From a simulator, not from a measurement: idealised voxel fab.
Presented below is a process module, voxel plated lines.
Section cut is 155 nm wide and gridded with 5 nm square cells.
Format of a cross-section: grid, square cells. Given as bands. Order: top down. Band: one or more rows of cells.
Band entry format. Leading values: height of top, height of bottom, nm. Remainder: materials in left-to-right order, each with its width in nm. Special words: "all across" on a single material, which then fills the band edge to edge; "air", empty space.
Basically, 0 is our baseline, since under it the wafer straight out of the box is all one material. The bottom band has no lower end and keeps on going down, so it looks like "top 0, no bottom".
Width spec "30->40" -> top row of cells at first value, bottom row at second value, equal per-row change in between.
Take "changes: none" at face value: in the step it is given for, the cross-section changed in none of its cells.
Entry "Cavities, closed" = empty spaces >= 8 cells with no open way to the top; each as width x height at distance, distance from left edge, all nm.
Heads up: the bit after the settings on a step's line is the simulator's remark on that step.
overlay nm: how far to the right of its planned place the mask lay on this masked step (negative: to the left).
Everything after this point is organized in pairs: a cross-section before one process step, a cross-section after it that shows only as deep as the lowest changed band, and, under the pair, the intervening step with its settings. Because different runs of this module on the same starting wafer can supply different pairs, a pair continues from the pair above it only if its entry headed "before" says so.

Before
* top 0, no bottom  Si all across
* Cavities, closed: none

Post-Step Section View
* top 15, bottom 0  SiN all across
* Note: structure below 0 unchanged.
* Cavities, closed: none
Can you say which step sits between the two cross-sections above? CONFORMAL_DEP with material SiN, thk nm 15

before: as in the pair right above, post-step view.

Post-Step Section View
* top 20, bottom 15  TiN all across
* Note: structure below 15 unchanged.
* Cavities, closed: none
Can you say which step sits between the two cross-sections above? DIRECTIONAL_DEP with material TiN, thk nm 5

before: as in the pair right above, post-step view.

Post-Step Section View
* top 45, bottom 20  resist 45 nm, then air 25 nm, then resist 15 nm, then air 25 nm, then resist 45 nm
* Note: structure below 20 unchanged.
* Cavities, closed: none
Can you say which step sits between the two cross-sections above? PATTERN with tone open, mask id LINES, material resist, width nm 25, pitch nm 40, thk nm 25, overlay nm 0

before: as in the pair right above, post-step view.

Post-Step Section View
* top 45, bottom 30  resist 45 nm, then air 25 nm, then resist 15 nm, then air 25 nm, then resist 45 nm
* top 30, bottom 20  resist 45 nm, then Ru 25 nm, then resist 15 nm, then Ru 25 nm, then resist 45 nm
* Note: structure below 20 unchanged.
* Cavities, closed: none
Can you say which step sits between the two cross-sections above? EPI with material Ru, thk nm 10

before: as in the pair right above, post-step view.

Post-Step Section View
* top 45, bottom 35  resist 45 nm, then air 25 nm, then resist 15 nm, then air 25 nm, then resist 45 nm
* top 35, bottom 20  resist 45 nm, then Ru 25 nm, then resist 15 nm, then Ru 25 nm, then resist 45 nm
* Note: structure below 20 unchanged.
* Cavities, closed: none
Can you say which step sits between the two cross-sections above? EPI with material Ru, thk nm 5

before: as in the pair right above, post-step view.

Post-Step Section View
* top 35, bottom 20  air 45 nm, then Ru 25 nm, then air 15 nm, then Ru 25 nm, then air 45 nm
* Note: structure below 20 unchanged.
* Cavities, closed: none
Can you say which step sits between the two cross-sections above? STRIP with etch materials resist

before: as in the pair right above, post-step view.

Post-Step Section View
* top 35, bottom 20  air 45 nm, then Ru 25 nm, then air 15 nm, then Ru 25 nm, then air 45 nm
* top 20, bottom 15  air 45 nm, then TiN 25 nm, then air 15 nm, then TiN 25 nm, then air 45 nm
* Note: structure below 15 unchanged.
* Cavities, closed: none
Can you say which step sits between the two cross-sections above? DIRECTIONAL_ETCH with etch materials TiN, depth nm 5

before: as in the pair right above, post-step view.

Post-Step Section View
* top 45, bottom 35  air 35 nm, then SiO2 85 nm, then air 35 nm
* top 35, bottom 25  air 35 nm, then SiO2 10 nm, then Ru 25 nm, then SiO2 15 nm, then Ru 25 nm, then SiO2 10 nm, then air 35 nm
* top 25, bottom 20  SiO2 45 nm, then Ru 25 nm, then SiO2 15 nm, then Ru 25 nm, then SiO2 45 nm
* top 20, bottom 15  SiO2 45 nm, then TiN 25 nm, then SiO2 15 nm, then TiN 25 nm, then SiO2 45 nm
* Note: structure below 15 unchanged.
* Cavities, closed: none
Can you say which step sits between the two cross-sections above? CONFORMAL_DEP with material SiO2, thk nm 10

Before
* top 15, bottom 0  SiN all across
* top 0, no bottom  Si all across
* Cavities, closed: none

Post-Step Section View
* top 30, bottom 0  SiN all across
* Note: structure below 0 unchanged.
* Cavities, closed: none
Can you say which step sits between the two cross-sections above? CONFORMAL_DEP with material SiN, thk nm 15

before: as in the pair right above, post-step view.

Post-Step Section View
* top 35, bottom 30  TiN all across
* Note: structure below 30 unchanged.
* Cavities, closed: none
Can you say which step sits between the two cross-sections above? DIRECTIONAL_DEP with material TiN, thk nm 5

before: as in the pair right above, post-step view.

Post-Step Section View
* top 60, bottom 35  resist 45 nm, then air 25 nm, then resist 15 nm, then air 25 nm, then resist 45 nm
* Note: structure below 35 unchanged.
* Cavities, closed: none
Can you say which step sits between the two cross-sections above? PATTERN with tone open, mask id LINES, material resist, width nm 25, pitch nm 40, thk nm 25, overlay nm 0

before: as in the pair right above, post-step view.

Post-Step Section View
* top 60, bottom 45  resist 45 nm, then air 25 nm, then resist 15 nm, then air 25 nm, then resist 45 nm
* top 45, bottom 35  resist 45 nm, then Ru 25 nm, then resist 15 nm, then Ru 25 nm, then resist 45 nm
* Note: structure below 35 unchanged.
* Cavities, closed: none
Can you say which step sits between the two cross-sections above? EPI with material Ru, thk nm 10

before: as in the pair right above, post-step view.

Post-Step Section View
* top 60, bottom 50  resist 45 nm, then air 25 nm, then resist 15 nm, then air 25 nm, then resist 45 nm
* top 50, bottom 35  resist 45 nm, then Ru 25 nm, then resist 15 nm, then Ru 25 nm, then resist 45 nm
* Note: structure below 35 unchanged.
* Cavities, closed: none
Can you say which step sits between the two cross-sections above? EPI with material Ru, thk nm 5

before: as in the pair right above, post-step view.

Post-Step Section View
* top 50, bottom 35  air 45 nm, then Ru 25 nm, then air 15 nm, then Ru 25 nm, then air 45 nm
* Note: structure below 35 unchanged.
* Cavities, closed: none
Can you say which step sits between the two cross-sections above? STRIP with etch materials resist

before: as in the pair right above, post-step view.

Post-Step Section View
* top 50, bottom 35  air 45 nm, then Ru 25 nm, then air 15 nm, then Ru 25 nm, then air 45 nm
* top 35, bottom 30  air 45 nm, then TiN 25 nm, then air 15 nm, then TiN 25 nm, then air 45 nm
* Note: structure below 30 unchanged.
* Cavities, closed: none
Can you say which step sits between the two cross-sections above? DIRECTIONAL_ETCH with etch materials TiN, depth nm 5

before: as in the pair right above, post-step view.

Post-Step Section View
* top 60, bottom 50  air 35 nm, then SiO2 85 nm, then air 35 nm
* top 50, bottom 40  air 35 nm, then SiO2 10 nm, then Ru 25 nm, then SiO2 15 nm, then Ru 25 nm, then SiO2 10 nm, then air 35 nm
* top 40, bottom 35  SiO2 45 nm, then Ru 25 nm, then SiO2 15 nm, then Ru 25 nm, then SiO2 45 nm
* top 35, bottom 30  SiO2 45 nm, then TiN 25 nm, then SiO2 15 nm, then TiN 25 nm, then SiO2 45 nm
* Note: structure below 30 unchanged.
* Cavities, closed: none
Can you say which step sits between the two cross-sections above? CONFORMAL_DEP with material SiO2, thk nm 10

Before
* top 20, bottom 15  TiN all across
* top 15, bottom 0  SiN all across
* top 0, no bottom  Si all across
* Cavities, closed: none

Post-Step Section View
* top 30, bottom 20  Ru all across
* Note: structure below 20 unchanged.
* Cavities, closed: none
Can you say which step sits between the two cross-sections above? EPI with material Ru, thk nm 10

before: as in the pair right above, post-step view.

Post-Step Section View
* top 55, bottom 30  resist 45 nm, then air 25 nm, then resist 15 nm, then air 25 nm, then resist 45 nm
* Note: structure below 30 unchanged.
* Cavities, closed: none
Can you say which step sits between the two cross-sections above? PATTERN with tone open, mask id LINES, material resist, width nm 25, pitch nm 40, thk nm 25, overlay nm 0

before: as in the pair right above, post-step view.

Post-Step Section View
* top 55, bottom 35  resist 45 nm, then air 25 nm, then resist 15 nm, then air 25 nm, then resist 45 nm
* top 35, bottom 30  resist 45 nm, then Ru 25 nm, then resist 15 nm, then Ru 25 nm, then resist 45 nm
* Note: structure below 30 unchanged.
* Cavities, closed: none
Can you say which step sits between the two cross-sections above? EPI with material Ru, thk nm 5

before: as in the pair right above, post-step view.

Post-Step Section View
* top 35, bottom 30  air 45 nm, then Ru 25 nm, then air 15 nm, then Ru 25 nm, then air 45 nm
* Note: structure below 30 unchanged.
* Cavities, closed: none
Can you say which step sits between the two cross-sections above? STRIP with etch materials resist

before: as in the pair right above, post-step view.

Post-Step Section View
* top 45, bottom 40  air 35 nm, then SiO2 85 nm, then air 35 nm
* top 40, bottom 35  SiO2 all across
* top 35, bottom 30  SiO2 45 nm, then Ru 25 nm, then SiO2 15 nm, then Ru 25 nm, then SiO2 45 nm
* Note: structure below 30 unchanged.
* Cavities, closed: none
Can you say which step sits between the two cross-sections above? CONFORMAL_DEP with material SiO2, thk nm 10

Before
* top 0, no bottom  Si all across
* Cavities, closed: none

Post-Step Section View
* top 20, bottom 0  SiN all across
* Note: structure below 0 unchanged.
* Cavities, closed: none
Can you say which step sits between the two cross-sections above? CONFORMAL_DEP with material SiN, thk nm 20

before: as in the pair right above, post-step view.

Post-Step Section View
* top 25, bottom 20  TiN all across
* Note: structure below 20 unchanged.
* Cavities, closed: none
Can you say which step sits between the two cross-sections above? DIRECTIONAL_DEP with material TiN, thk nm 5

before: as in the pair right above, post-step view.

Post-Step Section View
* top 50, bottom 25  resist 45 nm, then air 25 nm, then resist 15 nm, then air 25 nm, then resist 45 nm
* Note: structure below 25 unchanged.
* Cavities, closed: none
Can you say which step sits between the two cross-sections above? PATTERN with tone open, mask id LINES, material resist, width nm 25, pitch nm 40, thk nm 25, overlay nm 0

before: as in the pair right above, post-step view.

Post-Step Section View
* top 50, bottom 35  resist 45 nm, then air 25 nm, then resist 15 nm, then air 25 nm, then resist 45 nm
* top 35, bottom 25  resist 45 nm, then Ru 25 nm, then resist 15 nm, then Ru 25 nm, then resist 45 nm
* Note: structure below 25 unchanged.
* Cavities, closed: none
Can you say which step sits between the two cross-sections above? EPI with material Ru, thk nm 10

before: as in the pair right above, post-step view.

Post-Step Section View
* top 50, bottom 40  resist 45 nm, then air 25 nm, then resist 15 nm, then air 25 nm, then resist 45 nm
* top 40, bottom 25  resist 45 nm, then Ru 25 nm, then resist 15 nm, then Ru 25 nm, then resist 45 nm
* Note: structure below 25 unchanged.
* Cavities, closed: none
Can you say which step sits between the two cross-sections above? EPI with material Ru, thk nm 5

before: as in the pair right above, post-step view.

Post-Step Section View
* top 40, bottom 25  air 45 nm, then Ru 25 nm, then air 15 nm, then Ru 25 nm, then air 45 nm
* Note: structure below 25 unchanged.
* Cavities, closed: none
Can you say which step sits between the two cross-sections above? STRIP with etch materials resist

before: as in the pair right above, post-step view.

Post-Step Section View
* top 40, bottom 25  air 45 nm, then Ru 25 nm, then air 15 nm, then Ru 25 nm, then air 45 nm
* top 25, bottom 20  air 45 nm, then TiN 25 nm, then air 15 nm, then TiN 25 nm, then air 45 nm
* Note: structure below 20 unchanged.
* Cavities, closed: none
Can you say which step sits between the two cross-sections above? DIRECTIONAL_ETCH with etch materials TiN, depth nm 5

before: as in the pair right above, post-step view.

Post-Step Section View
* top 50, bottom 40  air 35 nm, then SiO2 85 nm, then air 35 nm
* top 40, bottom 30  air 35 nm, then SiO2 10 nm, then Ru 25 nm, then SiO2 15 nm, then Ru 25 nm, then SiO2 10 nm, then air 35 nm
* top 30, bottom 25  SiO2 45 nm, then Ru 25 nm, then SiO2 15 nm, then Ru 25 nm, then SiO2 45 nm
* top 25, bottom 20  SiO2 45 nm, then TiN 25 nm, then SiO2 15 nm, then TiN 25 nm, then SiO2 45 nm
* Note: structure below 20 unchanged.
* Cavities, closed: none
Can you say which step sits between the two cross-sections above? CONFORMAL_DEP with material SiO2, thk nm 10

Before
* top 20, bottom 15  TiN all across
* top 15, bottom 0  SiN all across
* top 0, no bottom  Si all across
* Cavities, closed: none

Post-Step Section View
* top 45, bottom 20  resist 50 nm, then air 20 nm, then resist 20 nm, then air 20 nm, then resist 45 nm
* Note: structure below 20 unchanged.
* Cavities, closed: none
Can you say which step sits between the two cross-sections above? PATTERN with tone open, mask id LINES, material resist, width nm 20, pitch nm 40, thk nm 25, overlay nm 0

before: as in the pair right above, post-step view.

Post-Step Section View
* top 45, bottom 30  resist 50 nm, then air 20 nm, then resist 20 nm, then air 20 nm, then resist 45 nm
* top 30, bottom 20  resist 50 nm, then Ru 20 nm, then resist 20 nm, then Ru 20 nm, then resist 45 nm
* Note: structure below 20 unchanged.
* Cavities, closed: none
Can you say which step sits between the two cross-sections above? EPI with material Ru, thk nm 10

before: as in the pair right above, post-step view.

Post-Step Section View
* top 45, bottom 35  resist 50 nm, then air 20 nm, then resist 20 nm, then air 20 nm, then resist 45 nm
* top 35, bottom 20  resist 50 nm, then Ru 20 nm, then resist 20 nm, then Ru 20 nm, then resist 45 nm
* Note: structure below 20 unchanged.
* Cavities, closed: none
Can you say which step sits between the two cross-sections above? EPI with material Ru, thk nm 5

before: as in the pair right above, post-step view.

Post-Step Section View
* top 35, bottom 20  air 50 nm, then Ru 20 nm, then air 20 nm, then Ru 20 nm, then air 45 nm
* Note: structure below 20 unchanged.
* Cavities, closed: none
Can you say which step sits between the two cross-sections above? STRIP with etch materials resist

before: as in the pair right above, post-step view.

Post-Step Section View
* top 35, bottom 20  air 50 nm, then Ru 20 nm, then air 20 nm, then Ru 20 nm, then air 45 nm
* top 20, bottom 15  air 50 nm, then TiN 20 nm, then air 20 nm, then TiN 20 nm, then air 45 nm
* Note: structure below 15 unchanged.
* Cavities, closed: none
Can you say which step sits between the two cross-sections above? DIRECTIONAL_ETCH with etch materials TiN, depth nm 5

before: as in the pair right above, post-step view.

Post-Step Section View
* top 45, bottom 35  air 40 nm, then SiO2 80 nm, then air 35 nm
* top 35, bottom 25  air 40 nm, then SiO2 10 nm, then Ru 20 nm, then SiO2 20 nm, then Ru 20 nm, then SiO2 10 nm, then air 35 nm
* top 25, bottom 20  SiO2 50 nm, then Ru 20 nm, then SiO2 20 nm, then Ru 20 nm, then SiO2 45 nm
* top 20, bottom 15  SiO2 50 nm, then TiN 20 nm, then SiO2 20 nm, then TiN 20 nm, then SiO2 45 nm
* Note: structure below 15 unchanged.
* Cavities, closed: none
Can you say which step sits between the two cross-sections above? CONFORMAL_DEP with material SiO2, thk nm 10

Before
* top 20, bottom 15  TiN all across
* top 15, bottom 0  SiN all across
* top 0, no bottom  Si all across
* Cavities, closed: none

Post-Step Section View
* top 45, bottom 20  resist 50 nm, then air 25 nm, then resist 15 nm, then air 25 nm, then resist 40 nm
* Note: structure below 20 unchanged.
* Cavities, closed: none
Can you say which step sits between the two cross-sections above? PATTERN with tone open, mask id LINES, material resist, width nm 25, pitch nm 40, thk nm 25, overlay nm 5

before: as in the pair right above, post-step view.

Post-Step Section View
* top 45, bottom 30  resist 50 nm, then air 25 nm, then resist 15 nm, then air 25 nm, then resist 40 nm
* top 30, bottom 20  resist 50 nm, then Ru 25 nm, then resist 15 nm, then Ru 25 nm, then resist 40 nm
* Note: structure below 20 unchanged.
* Cavities, closed: none
Can you say which step sits between the two cross-sections above? EPI with material Ru, thk nm 10

before: as in the pair right above, post-step view.

Post-Step Section View
* top 45, bottom 35  resist 50 nm, then air 25 nm, then resist 15 nm, then air 25 nm, then resist 40 nm
* top 35, bottom 20  resist 50 nm, then Ru 25 nm, then resist 15 nm, then Ru 25 nm, then resist 40 nm
* Note: structure below 20 unchanged.
* Cavities, closed: none
Can you say which step sits between the two cross-sections above? EPI with material Ru, thk nm 5

before: as in the pair right above, post-step view.

Post-Step Section View
* top 35, bottom 20  air 50 nm, then Ru 25 nm, then air 15 nm, then Ru 25 nm, then air 40 nm
* Note: structure below 20 unchanged.
* Cavities, closed: none
Can you say which step sits between the two cross-sections above? STRIP with etch materials resist

before: as in the pair right above, post-step view.

Post-Step Section View
* top 35, bottom 20  air 50 nm, then Ru 25 nm, then air 15 nm, then Ru 25 nm, then air 40 nm
* top 20, bottom 15  air 50 nm, then TiN 25 nm, then air 15 nm, then TiN 25 nm, then air 40 nm
* Note: structure below 15 unchanged.
* Cavities, closed: none
Can you say which step sits between the two cross-sections above? DIRECTIONAL_ETCH with etch materials TiN, depth nm 5

before: as in the pair right above, post-step view.

Post-Step Section View
* top 45, bottom 35  air 40 nm, then SiO2 85 nm, then air 30 nm
* top 35, bottom 25  air 40 nm, then SiO2 10 nm, then Ru 25 nm, then SiO2 15 nm, then Ru 25 nm, then SiO2 10 nm, then air 30 nm
* top 25, bottom 20  SiO2 50 nm, then Ru 25 nm, then SiO2 15 nm, then Ru 25 nm, then SiO2 40 nm
* top 20, bottom 15  SiO2 50 nm, then TiN 25 nm, then SiO2 15 nm, then TiN 25 nm, then SiO2 40 nm
* Note: structure below 15 unchanged.
* Cavities, closed: none
Can you say which step sits between the two cross-sections above? CONFORMAL_DEP with material SiO2, thk nm 10

Before
* top 15, bottom 0  SiN all across
* top 0, no bottom  Si all across
* Cavities, closed: none

Post-Step Section View
* top 20, bottom 15  SiO2 all across
* Note: structure below 15 unchanged.
* Cavities, closed: none
Can you say which step sits between the two cross-sections above? DIRECTIONAL_DEP with material SiO2, thk nm 5

before: as in the pair right above, post-step view.

Post-Step Section View
* top 45, bottom 20  resist 45 nm, then air 25 nm, then resist 15 nm, then air 25 nm, then resist 45 nm
* Note: structure below 20 unchanged.
* Cavities, closed: none
Can you say which step sits between the two cross-sections above? PATTERN with tone open, mask id LINES, material resist, width nm 25, pitch nm 40, thk nm 25, overlay nm 0

before: as in the pair right above, post-step view.

Post-Step Section View
* top 20, bottom 15  SiO2 all across
* Note: structure below 15 unchanged.
* Cavities, closed: none
Can you say which step sits between the two cross-sections above? STRIP with etch materials resist

before: as in the pair right above, post-step view.

Post-Step Section View
* top 30, bottom 15  SiO2 all across
* Note: structure below 15 unchanged.
* Cavities, closed: none
Can you say which step sits between the two cross-sections above? CONFORMAL_DEP with material SiO2, thk nm 10

Before
* top 20, bottom 15  TiN all across
* top 15, bottom 0  SiN all across
* top 0, no bottom  Si all across
* Cavities, closed: none

Post-Step Section View
* top 45, bottom 20  air 45 nm, then resist 25 nm, then air 15 nm, then resist 25 nm, then air 45 nm
* Note: structure below 20 unchanged.
* Cavities, closed: none
Can you say which step sits between the two cross-sections above? PATTERN with tone cover, mask id LINES, material resist, width nm 25, pitch nm 40, thk nm 25, overlay nm 0

before: as in the pair right above, post-step view.

Post-Step Section View
* top 45, bottom 30  air 45 nm, then resist 25 nm, then air 15 nm, then resist 25 nm, then air 45 nm
* top 30, bottom 20  Ru 45 nm, then resist 25 nm, then Ru 15 nm, then resist 25 nm, then Ru 45 nm
* Note: structure below 20 unchanged.
* Cavities, closed: none
Can you say which step sits between the two cross-sections above? EPI with material Ru, thk nm 10

before: as in the pair right above, post-step view.

Post-Step Section View
* top 45, bottom 35  air 45 nm, then resist 25 nm, then air 15 nm, then resist 25 nm, then air 45 nm
* top 35, bottom 20  Ru 45 nm, then resist 25 nm, then Ru 15 nm, then resist 25 nm, then Ru 45 nm
* Note: structure below 20 unchanged.
* Cavities, closed: none
Can you say which step sits between the two cross-sections above? EPI with material Ru, thk nm 5

before: as in the pair right above, post-step view.

Post-Step Section View
* top 35, bottom 20  Ru 45 nm, then air 25 nm, then Ru 15 nm, then air 25 nm, then Ru 45 nm
* Note: structure below 20 unchanged.
* Cavities, closed: none
Can you say which step sits between the two cross-sections above? STRIP with etch materials resist

before: as in the pair right above, post-step view.

Post-Step Section View
* top 35, bottom 20  Ru 45 nm, then air 25 nm, then Ru 15 nm, then air 25 nm, then Ru 45 nm
* top 20, bottom 15  TiN 45 nm, then air 25 nm, then TiN 15 nm, then air 25 nm, then TiN 45 nm
* Note: structure below 15 unchanged.
* Cavities, closed: none
Can you say which step sits between the two cross-sections above? DIRECTIONAL_ETCH with etch materials TiN, depth nm 5

before: as in the pair right above, post-step view.

Post-Step Section View
* top 45, bottom 35  SiO2 55 nm, then air 5 nm, then SiO2 35 nm, then air 5 nm, then SiO2 55 nm
* top 35, bottom 25  Ru 45 nm, then SiO2 10 nm, then air 5 nm, then SiO2 10 nm, then Ru 15 nm, then SiO2 10 nm, then air 5 nm, then SiO2 10 nm, then Ru 45 nm
* top 25, bottom 20  Ru 45 nm, then SiO2 25 nm, then Ru 15 nm, then SiO2 25 nm, then Ru 45 nm
* top 20, bottom 15  TiN 45 nm, then SiO2 25 nm, then TiN 15 nm, then SiO2 25 nm, then TiN 45 nm
* Note: structure below 15 unchanged.
* Cavities, closed: none
Can you say which step sits between the two cross-sections above? CONFORMAL_DEP with material SiO2, thk nm 10
